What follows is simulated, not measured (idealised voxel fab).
process module | voxel air gaps
cross-section cut | 195 nm wide | cells 5 nm
A cross-section is a grid of square cells, given in bands from the top down. A band is one or more rows of cells.
Each band's line starts with the height of the band's top and of its bottom, in nm. Then come its materials from left to right, each with its width in nm. One material with "throughout" fills the band from edge to edge. "air" is empty space.
Height 0 is the level under which the wafer as received is all one material. The lowest band goes on downwards, as in "0 down".
A width such as "30 to 40" changes by the same amount from each row of cells to the next, from the band's top row to its bottom row.
"no change" after a step means that no cell of the cross-section changed.
closed voids: empty space of 8 cells or more with no open way to the top, each as width x height at its distance from the left edge, in nm
after a step's settings: what the simulator itself notes on the step
overlay nm, on a step with a mask: how far to the right of its planned place the mask lay; to the left if negative
plan
1 op RECEIVE | material Si
2 op CONFORMAL_DEP | material SiO2 | thk nm 10
3 op CONFORMAL_DEP | material SiN | thk nm 5
4 op DIRECTIONAL_DEP | material SiO2 | thk nm 35
5 op MASKED_ETCH | tone open | mask id LINES | width nm 15 | pitch nm 40 | etch materials SiO2 | depth nm 35 | overlay nm 0
6 op CONFORMAL_DEP | material TiN | thk nm 5
7 op FILL_DEP | material W | thk nm 10
8 op CMP | height nm 40
9 op EPI | material Ru | thk nm 10
10 op SELECTIVE_ETCH | etch materials SiO2 | depth nm 45
11 op CONFORMAL_DEP | material SiN | thk nm 5
varied across the wafers: height nm of step 8. The plan shows the first wafer's value. All wafers start alike
first wafer as received, after step 1
  0 down: Si throughout
  closed voids: none
first wafer at the end, after step 11
  55 to 50: air 35 | SiN 125 | air 35
  50 to 40: air 35 | SiN 5 | Ru 35 | SiN 5 | Ru 35 | SiN 5 | Ru 35 | SiN 5 | air 35
  40 to 35: air 35 | SiN 15 | TiN 5 | W 5 | TiN 5 | SiN 25 | TiN 5 | W 5 | TiN 5 | SiN 25 | TiN 5 | W 5 | TiN 5 | SiN 15 | air 35
  35 to 20: air 45 | SiN 5 | TiN 5 | W 5 | TiN 5 | SiN 5 | air 15 | SiN 5 | TiN 5 | W 5 | TiN 5 | SiN 5 | air 15 | SiN 5 | TiN 5 | W 5 | TiN 5 | SiN 5 | air 45
  20 to 15: SiN 50 | TiN 15 | SiN 25 | TiN 15 | SiN 25 | TiN 15 | SiN 50
  15 to 10: SiN throughout
  10 to 0: SiO2 throughout
  0 down: Si throughout
  closed voids: 15 x 15 at 70; 15 x 15 at 110
last wafer at the end
  80 to 75: SiN throughout
  75 to 65: Ru throughout
  65 to 55: W throughout
  55 to 50: TiN 55 | W 5 | TiN 35 | W 5 | TiN 35 | W 5 | TiN 55
  50 to 20: SiO2 50 | TiN 5 | W 5 | TiN 5 | SiO2 25 | TiN 5 | W 5 | TiN 5 | SiO2 25 | TiN 5 | W 5 | TiN 5 | SiO2 50
  20 to 15: SiO2 50 | TiN 15 | SiO2 25 | TiN 15 | SiO2 25 | TiN 15 | SiO2 50
  15 to 10: SiN throughout
  10 to 0: SiO2 throughout
  0 down: Si throughout
  closed voids: none
each wafer at the end: cells of each material gained (+) or lost (-) since it was received, then its closed voids
height nm 40 | +42 Ru | +136 SiN | +78 SiO2 | +33 TiN | +12 W | closed voids: 15 x 15 at 70; 15 x 15 at 110
height nm 45 | +42 Ru | +142 SiN | +78 SiO2 | +39 TiN | +15 W | closed voids: 15 x 20 at 70; 15 x 20 at 110
height nm 50 | +42 Ru | +148 SiN | +78 SiO2 | +45 TiN | +18 W | closed voids: 15 x 25 at 70; 15 x 25 at 110
height nm 55 | +78 Ru | +78 SiN | +288 SiO2 | +81 TiN | +21 W | closed voids: none
height nm 60 | +78 Ru | +78 SiN | +288 SiO2 | +81 TiN | +60 W | closed voids: none
height nm 65 | +78 Ru | +78 SiN | +288 SiO2 | +81 TiN | +99 W | closed voids: none
